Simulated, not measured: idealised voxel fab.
process module | voxel self aligned vias
cross-section cut | 145 nm wide | cells 5 nm
A cross-section is a grid of square cells, given in bands from the top down. A band is one or more rows of cells.
Each band's line starts with the height of the band's top and of its bottom, in nm. Then come its materials from left to right, each with its width in nm. One material with "throughout" fills the band from edge to edge. "air" is empty space.
Height 0 is the level under which the wafer as received is all one material. The lowest band goes on downwards, as in "0 down".
A width such as "30 to 40" changes by the same amount from each row of cells to the next, from the band's top row to its bottom row.
"no change" after a step means that no cell of the cross-section changed.
closed voids: empty space of 8 cells or more with no open way to the top, each as width x height at its distance from the left edge, in nm
after a step's settings: what the simulator itself notes on the step
overlay nm, on a step with a mask: how far to the right of its planned place the mask lay; to the left if negative
plan
1 op RECEIVE | material Si
2 op CONFORMAL_DEP | material SiO2 | thk nm 10
3 op CONFORMAL_DEP | material SiCN | thk nm 5
4 op DIRECTIONAL_DEP | material SiO2 | thk nm 30
5 op DIRECTIONAL_DEP | material aC | thk nm 10
6 op PATTERN | tone open | mask id LINES | material resist | width nm 30 | pitch nm 65 | thk nm 25 | overlay nm 0
7 op DIRECTIONAL_ETCH | etch materials aC | depth nm 10
8 op STRIP | etch materials resist
9 op DIRECTIONAL_ETCH | etch materials SiO2 | depth nm 30
10 op STRIP | etch materials aC
11 op CONFORMAL_DEP | material TiN | thk nm 5
12 op FILL_DEP | material W | thk nm 5
13 op CMP | height nm 45
14 op SELECTIVE_ETCH | etch materials W Ru TiN | depth nm 10
15 op FILL_DEP | material SiN | thk nm 10
16 op CMP | height nm 45
17 op DIRECTIONAL_DEP | material SiO2 | thk nm 20
18 op MASKED_ETCH | tone open | mask id VIAS | width nm 50 | etch materials SiO2 | depth nm 20 | overlay nm 0
19 op MASKED_ETCH | tone open | mask id VIAS | width nm 50 | etch materials SiN | depth nm 10 | overlay nm 0
20 op CONFORMAL_DEP | material TiN | thk nm 5
21 op FILL_DEP | material Cu | thk nm 10
22 op CMP | height nm 65
23 op CONFORMAL_DEP | material SiCN | thk nm 5
first wafer, as planned
as received, after step 1
  0 down: Si throughout
  closed voids: none
after step 2
  10 to 0: SiO2 throughout
  below 0: unchanged
after step 3
  15 to 10: SiCN throughout
  below 10: unchanged
after step 4
  45 to 15: SiO2 throughout
  below 15: unchanged
after step 5
  55 to 45: aC throughout
  below 45: unchanged
after step 6
  80 to 55: resist 25 | air 30 | resist 35 | air 30 | resist 25
  below 55: unchanged
after step 7
  70 to 55: resist 25 | air 30 | resist 35 | air 30 | resist 25
  55 to 45: aC 25 | air 30 | aC 35 | air 30 | aC 25
  below 45: unchanged
after step 8
  55 to 45: aC 25 | air 30 | aC 35 | air 30 | aC 25
  below 45: unchanged
after step 9
  55 to 45: aC 25 | air 30 | aC 35 | air 30 | aC 25
  45 to 15: SiO2 25 | air 30 | SiO2 35 | air 30 | SiO2 25
  below 15: unchanged
after step 10
  45 to 15: SiO2 25 | air 30 | SiO2 35 | air 30 | SiO2 25
  below 15: unchanged
after step 11
  50 to 45: TiN 30 | air 20 | TiN 45 | air 20 | TiN 30
  45 to 20: SiO2 25 | TiN 5 | air 20 | TiN 5 | SiO2 35 | TiN 5 | air 20 | TiN 5 | SiO2 25
  20 to 15: SiO2 25 | TiN 30 | SiO2 35 | TiN 30 | SiO2 25
  below 15: unchanged
after step 12
  55 to 50: W throughout
  50 to 45: TiN 30 | W 20 | TiN 45 | W 20 | TiN 30
  45 to 20: SiO2 25 | TiN 5 | W 20 | TiN 5 | SiO2 35 | TiN 5 | W 20 | TiN 5 | SiO2 25
  below 20: unchanged
after step 13
  45 to 20: SiO2 25 | TiN 5 | W 20 | TiN 5 | SiO2 35 | TiN 5 | W 20 | TiN 5 | SiO2 25
  below 20: unchanged
after step 14
  45 to 35: SiO2 25 | air 30 | SiO2 35 | air 30 | SiO2 25
  below 35: unchanged
after step 15
  55 to 45: SiN throughout
  45 to 35: SiO2 25 | SiN 30 | SiO2 35 | SiN 30 | SiO2 25
  below 35: unchanged
after step 16
  45 to 35: SiO2 25 | SiN 30 | SiO2 35 | SiN 30 | SiO2 25
  below 35: unchanged
after step 17
  65 to 45: SiO2 throughout
  below 45: unchanged
after step 18
  65 to 45: SiO2 15 | air 50 | SiO2 80
  below 45: unchanged
after step 19
  65 to 45: SiO2 15 | air 50 | SiO2 80
  45 to 35: SiO2 25 | air 30 | SiO2 35 | SiN 30 | SiO2 25
  below 35: unchanged
after step 20
  70 to 65: TiN 20 | air 40 | TiN 85
  65 to 50: SiO2 15 | TiN 5 | air 40 | TiN 5 | SiO2 80
  50 to 45: SiO2 15 | TiN 15 | air 20 | TiN 15 | SiO2 80
  45 to 40: SiO2 25 | TiN 5 | air 20 | TiN 5 | SiO2 35 | SiN 30 | SiO2 25
  40 to 35: SiO2 25 | TiN 30 | SiO2 35 | SiN 30 | SiO2 25
  below 35: unchanged
after step 21
  80 to 70: Cu throughout
  70 to 65: TiN 20 | Cu 40 | TiN 85
  65 to 50: SiO2 15 | TiN 5 | Cu 40 | TiN 5 | SiO2 80
  50 to 45: SiO2 15 | TiN 15 | Cu 20 | TiN 15 | SiO2 80
  45 to 40: SiO2 25 | TiN 5 | Cu 20 | TiN 5 | SiO2 35 | SiN 30 | SiO2 25
  below 40: unchanged
after step 22
  65 to 50: SiO2 15 | TiN 5 | Cu 40 | TiN 5 | SiO2 80
  below 50: unchanged
after step 23
  70 to 65: SiCN throughout
  below 65: unchanged
second wafer: like start, like plan, one mistake. Through step 17 it matches the first wafer
when step 18 should have ended
  65 to 45: SiO2 25 | air 50 | SiO2 70
  below 45: unchanged
when step 19 should have ended
  65 to 45: SiO2 25 | air 50 | SiO2 70
  45 to 35: SiO2 25 | air 30 | SiO2 35 | SiN 30 | SiO2 25
  below 35: unchanged
when step 20 should have ended
  70 to 65: TiN 30 | air 40 | TiN 75
  65 to 50: SiO2 25 | TiN 5 | air 40 | TiN 5 | SiO2 70
  50 to 45: SiO2 25 | TiN 5 | air 20 | TiN 25 | SiO2 70
  45 to 40: SiO2 25 | TiN 5 | air 20 | TiN 5 | SiO2 35 | SiN 30 | SiO2 25
  40 to 35: SiO2 25 | TiN 30 | SiO2 35 | SiN 30 | SiO2 25
  below 35: unchanged
when step 21 should have ended
  80 to 70: Cu throughout
  70 to 65: TiN 30 | Cu 40 | TiN 75
  65 to 50: SiO2 25 | TiN 5 | Cu 40 | TiN 5 | SiO2 70
  50 to 45: SiO2 25 | TiN 5 | Cu 20 | TiN 25 | SiO2 70
  45 to 40: SiO2 25 | TiN 5 | Cu 20 | TiN 5 | SiO2 35 | SiN 30 | SiO2 25
  below 40: unchanged
when step 22 should have ended
  65 to 50: SiO2 25 | TiN 5 | Cu 40 | TiN 5 | SiO2 70
  below 50: unchanged
when step 23 should have ended
  70 to 65: SiCN throughout
  below 65: unchanged
what went wrong: step 18 ran as: op MASKED_ETCH | tone open | mask id VIAS | width nm 50 | etch materials SiO2 | depth nm 20 | overlay nm 10
at the end the second wafer has, in cells: as many of each material as the first, in other places
